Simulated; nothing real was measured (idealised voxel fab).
process module | voxel self aligned vias
cross-section cut | 195 nm wide | cells 5 nm
A cross-section is a grid of square cells, given in bands from the top down. A band is one or more rows of cells.
Each band's line starts with the height of the band's top and of its bottom, in nm. Then come its materials from left to right, each with its width in nm. One material with "throughout" fills the band from edge to edge. "air" is empty space.
Height 0 is the level under which the wafer as received is all one material. The lowest band goes on downwards, as in "0 down".
A width such as "30 to 40" changes by the same amount from each row of cells to the next, from the band's top row to its bottom row.
"no change" after a step means that no cell of the cross-section changed.
closed voids: empty space of 8 cells or more with no open way to the top, each as width x height at its distance from the left edge, in nm
after a step's settings: what the simulator itself notes on the step
overlay nm, on a step with a mask: how far to the right of its planned place the mask lay; to the left if negative
plan
1 op RECEIVE | material Si
2 op CONFORMAL_DEP | material SiO2 | thk nm 10
3 op CONFORMAL_DEP | material SiCN | thk nm 5
4 op DIRECTIONAL_DEP | material lowk | thk nm 25
5 op PATTERN | tone open | mask id LINES | material resist | width nm 25 | pitch nm 65 | thk nm 15 | overlay nm 0
6 op DIRECTIONAL_ETCH | etch materials lowk | depth nm 25
7 op STRIP | etch materials resist
8 op CONFORMAL_DEP | material TiN | thk nm 5
9 op FILL_DEP | material W | thk nm 5
10 op CMP | height nm 40
11 op SELECTIVE_ETCH | etch materials W Ru TiN | depth nm 5
12 op FILL_DEP | material SiN | thk nm 5
13 op CMP | height nm 40
14 op DIRECTIONAL_DEP | material lowk | thk nm 20
15 op PATTERN | tone open | mask id VIAS | material resist | width nm 35 | pitch nm 65 | thk nm 15 | overlay nm 0
16 op DIRECTIONAL_ETCH | etch materials lowk | depth nm 20
17 op DIRECTIONAL_ETCH | etch materials SiN | depth nm 5
18 op STRIP | etch materials resist
19 op CONFORMAL_DEP | material TiN | thk nm 5
20 op FILL_DEP | material Ru | thk nm 10
21 op CMP | height nm 60
22 op CONFORMAL_DEP | material SiCN | thk nm 5
as received, after step 1
  0 down: Si throughout
  closed voids: none
first wafer at the end, as planned
  65 to 60: SiCN throughout
  60 to 45: lowk 45 | TiN 5 | Ru 25 | TiN 5 | lowk 30 | TiN 5 | Ru 25 | TiN 5 | lowk 50
  45 to 40: lowk 45 | TiN 10 | Ru 15 | TiN 10 | lowk 30 | TiN 10 | Ru 15 | TiN 10 | lowk 50
  40 to 35: lowk 50 | TiN 25 | lowk 40 | TiN 25 | lowk 55
  35 to 20: lowk 50 | TiN 5 | W 15 | TiN 5 | lowk 40 | TiN 5 | W 15 | TiN 5 | lowk 55
  20 to 15: lowk 50 | TiN 25 | lowk 40 | TiN 25 | lowk 55
  15 to 10: SiCN throughout
  10 to 0: SiO2 throughout
  0 down: Si throughout
  closed voids: none
second wafer at the end: like start, like plan, one mistake
  65 to 60: SiCN throughout
  60 to 45: lowk 45 | TiN 5 | Ru 25 | TiN 5 | lowk 30 | TiN 5 | Ru 25 | TiN 5 | lowk 50
  45 to 40: lowk 45 | TiN 10 | Ru 15 | TiN 10 | lowk 30 | TiN 10 | Ru 15 | TiN 10 | lowk 50
  40 to 35: lowk 50 | TiN 25 | lowk 40 | TiN 25 | lowk 55
  35 to 20: lowk 50 | TiN 5 | W 15 | TiN 5 | lowk 40 | TiN 5 | W 15 | TiN 5 | lowk 55
  20 to 15: lowk 50 | TiN 25 | lowk 40 | TiN 25 | lowk 55
  15 to 5: SiO2 throughout
  5 to 0: SiCN throughout
  0 down: Si throughout
  closed voids: none
what went wrong: steps 2 and 3 were swapped
at the end the second wafer has, in cells: as many of each material as the first, in other places
